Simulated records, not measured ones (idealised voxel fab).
voxel lift off: a process module
This is section cut - it's 285 nm across, gridded in 5 nm square cells.
A cross-section in this document is a grid of square cells, and it is written down as bands, the top band listed before the ones below it; a band is made up of one or more rows of cells.
Heights first: top, then bottom, in nm. Then materials, left to right, each with a width in nm. "throughout" on a single material: fills the band edge to edge. "blank": empty space.
Ref level 0: as-received wafer is one material below here. Bottom band extends down with no lower bound ("0..down").
Note: "30->40" means the width goes from the first number (top row of the band) to the second number (bottom row) in equal steps per row of cells.
Step marked "changes: none"? Then no cell in the cross-section changed in it.
Any empty space of 8 cells or more lacking an open way to the top shows up in "Enclosed internal cavities" as width x height at distance, distance from the left edge, in nm.
On each step's line, the part that comes after the settings is the simulator's own comment on the step.
The setting "overlay nm" may be written on the line of a step. When the step uses a mask, the value reports how far to the right of the planned place the mask lay, and a negative value reports that it lay to the left.

These are the steps we planned for the process
1,RECEIVE with material Si
2,CONFORMAL_DEP with material Al2O3, thk nm 10
3,PATTERN with tone open, mask id LINES, material resist, width nm 25, pitch nm 50, thk nm 25, overlay nm 0
4,DIRECTIONAL_DEP with material Ru, thk nm 10
5,STRIP with etch materials resist
6,CONFORMAL_DEP with material SiO2, thk nm 5

Of two wafers, the first: run according to plan

Cross-section, incoming material, after step 1
0..down | Si throughout
Enclosed internal cavities: none

Cross-section through the wafer, step 2 finished
10..0 | Al2O3 throughout
Whatever lies below 0 is exactly as it was before.

Cross-section through the wafer, step 3 finished
35..10 | 105 resist, then 25 blank, then 25 resist, then 25 blank, then 105 resist
Whatever lies below 10 is exactly as it was before.

Cross-section through the wafer, step 4 finished
45..35 | 105 Ru, then 25 blank, then 25 Ru, then 25 blank, then 105 Ru
35..20 | 105 resist, then 25 blank, then 25 resist, then 25 blank, then 105 resist
20..10 | 105 resist, then 25 Ru, then 25 resist, then 25 Ru, then 105 resist
Whatever lies below 10 is exactly as it was before.

Cross-section through the wafer, step 5 finished
20..10 | 105 blank, then 25 Ru, then 25 blank, then 25 Ru, then 105 blank
Whatever lies below 10 is exactly as it was before.

Cross-section through the wafer, step 6 finished
25..20 | 100 blank, then 35 SiO2, then 15 blank, then 35 SiO2, then 100 blank
20..15 | 100 blank, then 5 SiO2, then 25 Ru, then 5 SiO2, then 15 blank, then 5 SiO2, then 25 Ru, then 5 SiO2, then 100 blank
15..10 | 105 SiO2, then 25 Ru, then 25 SiO2, then 25 Ru, then 105 SiO2
Whatever lies below 10 is exactly as it was before.

Second wafer: same start and same plan as the first, one execution error; identical to the first through step 5

Second wafer, section view, time point: scheduled end of step 6: changes: none
The plan and the run diverged here: step 6 of the plan was excluded from execution and never run
Materials where the second wafer ends with more or fewer cells than the first: SiO2 -65
